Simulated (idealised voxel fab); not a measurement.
process module | voxel wiring stack
cross-section cut | 245 nm wide | cells 5 nm
A cross-section is a grid of square cells, given in bands from the top down. A band is one or more rows of cells.
Each band's line starts with the height of the band's top and of its bottom, in nm. Then come its materials from left to right, each with its width in nm. One material with "throughout" fills the band from edge to edge. "air" is empty space.
Height 0 is the level under which the wafer as received is all one material. The lowest band goes on downwards, as in "0 down".
A width such as "30 to 40" changes by the same amount from each row of cells to the next, from the band's top row to its bottom row.
"no change" after a step means that no cell of the cross-section changed.
closed voids: empty space of 8 cells or more with no open way to the top, each as width x height at its distance from the left edge, in nm
after a step's settings: what the simulator itself notes on the step
overlay nm, on a step with a mask: how far to the right of its planned place the mask lay; to the left if negative
plan
1 op RECEIVE | material Si
2 op CONFORMAL_DEP | material SiO2 | thk nm 15
3 op DIRECTIONAL_DEP | material TiN | thk nm 5
4 op DIRECTIONAL_DEP | material Ru | thk nm 15
5 op MASKED_ETCH | tone cover | mask id METAL_1 | width nm 30 | pitch nm 60 | etch materials Ru | depth nm 15 | overlay nm 0
6 op MASKED_ETCH | tone cover | mask id METAL_1 | width nm 30 | pitch nm 60 | etch materials TiN | depth nm 5 | overlay nm 0
7 op CONFORMAL_DEP | material SiCN | thk nm 5
8 op FILL_DEP | material SiO2 | thk nm 5
9 op CMP | height nm 35
10 op CONFORMAL_DEP | material SiCN | thk nm 5
11 op DIRECTIONAL_DEP | material lowk | thk nm 25
12 op PATTERN | tone open | mask id METAL_2 | material resist | width nm 30 | pitch nm 60 | thk nm 20 | overlay nm 0
13 op DIRECTIONAL_ETCH | etch materials lowk | depth nm 15
14 op STRIP | etch materials resist
15 op PATTERN | tone open | mask id METAL_2_HOLES | material resist | width nm 15 | pitch nm 120 | thk nm 15 | overlay nm 0
16 op DIRECTIONAL_ETCH | etch materials lowk | depth nm 10
17 op DIRECTIONAL_ETCH | etch materials SiCN | depth nm 5
18 op STRIP | etch materials resist
19 op CONFORMAL_DEP | material TiN | thk nm 5
20 op FILL_DEP | material Cu | thk nm 5
21 op CMP | height nm 65
22 op CONFORMAL_DEP | material SiCN | thk nm 5
23 op DIRECTIONAL_DEP | material SiO2 | thk nm 30
24 op MASKED_ETCH | tone open | mask id METAL_3 | width nm 30 | pitch nm 60 | etch materials SiO2 | depth nm 15 | overlay nm 0
25 op DIRECTIONAL_DEP | material aC | thk nm 10
26 op PATTERN | tone open | mask id METAL_3_HOLES | material resist | width nm 15 | pitch nm 120 | thk nm 25 | overlay nm 0
27 op DIRECTIONAL_ETCH | etch materials aC | depth nm 10
28 op STRIP | etch materials resist
29 op DIRECTIONAL_ETCH | etch materials SiO2 | depth nm 15
30 op DIRECTIONAL_ETCH | etch materials SiCN | depth nm 5
31 op STRIP | etch materials aC
32 op CONFORMAL_DEP | material TiN | thk nm 5
33 op FILL_DEP | material Cu | thk nm 10
34 op CMP | height nm 100
35 op CONFORMAL_DEP | material SiCN | thk nm 5
36 op DIRECTIONAL_DEP | material lowk | thk nm 10
37 op MASKED_ETCH | tone open | mask id PLUG_3 | width nm 15 | pitch nm 60 | etch materials lowk | depth nm 10 | overlay nm 0
38 op MASKED_ETCH | tone open | mask id PLUG_3 | width nm 15 | pitch nm 60 | etch materials SiCN | depth nm 5 | overlay nm 0
39 op CONFORMAL_DEP | material TiN | thk nm 5
40 op FILL_DEP | material Cu | thk nm 5
41 op CMP | height nm 115
42 op CONFORMAL_DEP | material SiN | thk nm 5
43 op DIRECTIONAL_DEP | material SiO2 | thk nm 25
44 op PATTERN | tone open | mask id METAL_4 | material resist | width nm 30 | pitch nm 60 | thk nm 15 | overlay nm 0
45 op DIRECTIONAL_ETCH | etch materials SiO2 | depth nm 25
46 op DIRECTIONAL_ETCH | etch materials SiN | depth nm 5
47 op STRIP | etch materials resist
48 op CONFORMAL_DEP | material TiN | thk nm 5
49 op FILL_DEP | material W | thk nm 10
50 op CMP | height nm 145
51 op EPI | material Ru | thk nm 5
52 op FILL_DEP | material SiCN | thk nm 5
as received, after step 1
  0 down: Si throughout
  closed voids: none
first wafer at the end, as planned
  155 to 150: SiCN throughout
  150 to 145: SiCN 40 | Ru 40 | SiCN 20 | Ru 40 | SiCN 20 | Ru 40 | SiCN 45
  145 to 120: SiO2 45 | TiN 5 | W 20 | TiN 5 | SiO2 30 | TiN 5 | W 20 | TiN 5 | SiO2 30 | TiN 5 | W 20 | TiN 5 | SiO2 50
  120 to 115: SiN 45 | TiN 30 | SiN 30 | TiN 30 | SiN 30 | TiN 30 | SiN 50
  115 to 105: lowk 45 | TiN 5 | Cu 5 | TiN 5 | lowk 45 | TiN 5 | Cu 5 | TiN 5 | lowk 45 | TiN 5 | Cu 5 | TiN 5 | lowk 65
  105 to 100: SiCN 45 | TiN 15 | SiCN 45 | TiN 15 | SiCN 45 | TiN 15 | SiCN 65
  100 to 90: SiO2 45 | TiN 5 | Cu 20 | TiN 5 | SiO2 30 | TiN 5 | Cu 20 | TiN 5 | SiO2 30 | TiN 5 | Cu 20 | TiN 5 | SiO2 50
  90 to 85: SiO2 45 | TiN 5 | Cu 5 | TiN 20 | SiO2 30 | TiN 30 | SiO2 30 | TiN 5 | Cu 5 | TiN 20 | SiO2 50
  85 to 70: SiO2 45 | TiN 5 | Cu 5 | TiN 5 | SiO2 105 | TiN 5 | Cu 5 | TiN 5 | SiO2 65
  70 to 65: SiCN 45 | TiN 15 | SiCN 105 | TiN 15 | SiCN 65
  65 to 55: lowk 45 | TiN 5 | Cu 20 | TiN 5 | lowk 30 | TiN 5 | Cu 20 | TiN 5 | lowk 30 | TiN 5 | Cu 20 | TiN 5 | lowk 50
  55 to 50: lowk 45 | TiN 5 | Cu 5 | TiN 20 | lowk 30 | TiN 30 | lowk 30 | TiN 5 | Cu 5 | TiN 20 | lowk 50
  50 to 40: lowk 45 | TiN 5 | Cu 5 | TiN 5 | lowk 105 | TiN 5 | Cu 5 | TiN 5 | lowk 65
  40 to 35: SiCN 45 | TiN 15 | SiCN 105 | TiN 15 | SiCN 65
  35 to 20: SiO2 40 | SiCN 5 | Ru 30 | SiCN 5 | SiO2 20 | SiCN 5 | Ru 30 | SiCN 5 | SiO2 20 | SiCN 5 | Ru 30 | SiCN 5 | SiO2 45
  20 to 15: SiCN 45 | TiN 30 | SiCN 30 | TiN 30 | SiCN 30 | TiN 30 | SiCN 50
  15 to 0: SiO2 throughout
  0 down: Si throughout
  closed voids: none
second wafer at the end: like start, like plan, one mistake
  170 to 165: SiCN throughout
  165 to 160: Ru throughout
  160 to 150: W throughout
  150 to 145: TiN 50 | W 20 | TiN 40 | W 20 | TiN 40 | W 20 | TiN 55
  145 to 120: SiO2 45 | TiN 5 | W 20 | TiN 5 | SiO2 30 | TiN 5 | W 20 | TiN 5 | SiO2 30 | TiN 5 | W 20 | TiN 5 | SiO2 50
  120 to 115: SiN 45 | TiN 30 | SiN 30 | TiN 30 | SiN 30 | TiN 30 | SiN 50
  115 to 105: lowk 45 | TiN 5 | Cu 5 | TiN 5 | lowk 45 | TiN 5 | Cu 5 | TiN 5 | lowk 45 | TiN 5 | Cu 5 | TiN 5 | lowk 65
  105 to 100: SiCN 45 | TiN 15 | SiCN 45 | TiN 15 | SiCN 45 | TiN 15 | SiCN 65
  100 to 90: SiO2 45 | TiN 5 | Cu 20 | TiN 5 | SiO2 30 | TiN 5 | Cu 20 | TiN 5 | SiO2 30 | TiN 5 | Cu 20 | TiN 5 | SiO2 50
  90 to 85: SiO2 45 | TiN 5 | Cu 5 | TiN 20 | SiO2 30 | TiN 30 | SiO2 30 | TiN 5 | Cu 5 | TiN 20 | SiO2 50
  85 to 70: SiO2 45 | TiN 5 | Cu 5 | TiN 5 | SiO2 105 | TiN 5 | Cu 5 | TiN 5 | SiO2 65
  70 to 65: SiCN 45 | TiN 15 | SiCN 105 | TiN 15 | SiCN 65
  65 to 55: lowk 45 | TiN 5 | Cu 20 | TiN 5 | lowk 30 | TiN 5 | Cu 20 | TiN 5 | lowk 30 | TiN 5 | Cu 20 | TiN 5 | lowk 50
  55 to 50: lowk 45 | TiN 5 | Cu 5 | TiN 20 | lowk 30 | TiN 30 | lowk 30 | TiN 5 | Cu 5 | TiN 20 | lowk 50
  50 to 40: lowk 45 | TiN 5 | Cu 5 | TiN 5 | lowk 105 | TiN 5 | Cu 5 | TiN 5 | lowk 65
  40 to 35: SiCN 45 | TiN 15 | SiCN 105 | TiN 15 | SiCN 65
  35 to 20: SiO2 40 | SiCN 5 | Ru 30 | SiCN 5 | SiO2 20 | SiCN 5 | Ru 30 | SiCN 5 | SiO2 20 | SiCN 5 | Ru 30 | SiCN 5 | SiO2 45
  20 to 15: SiCN 45 | TiN 30 | SiCN 30 | TiN 30 | SiCN 30 | TiN 30 | SiCN 50
  15 to 0: SiO2 throughout
  0 down: Si throughout
  closed voids: none
what went wrong: step 50 was left out
at the end the second wafer has, in cells: 25 more of Ru | 25 fewer of SiCN | 37 more of TiN | 110 more of W
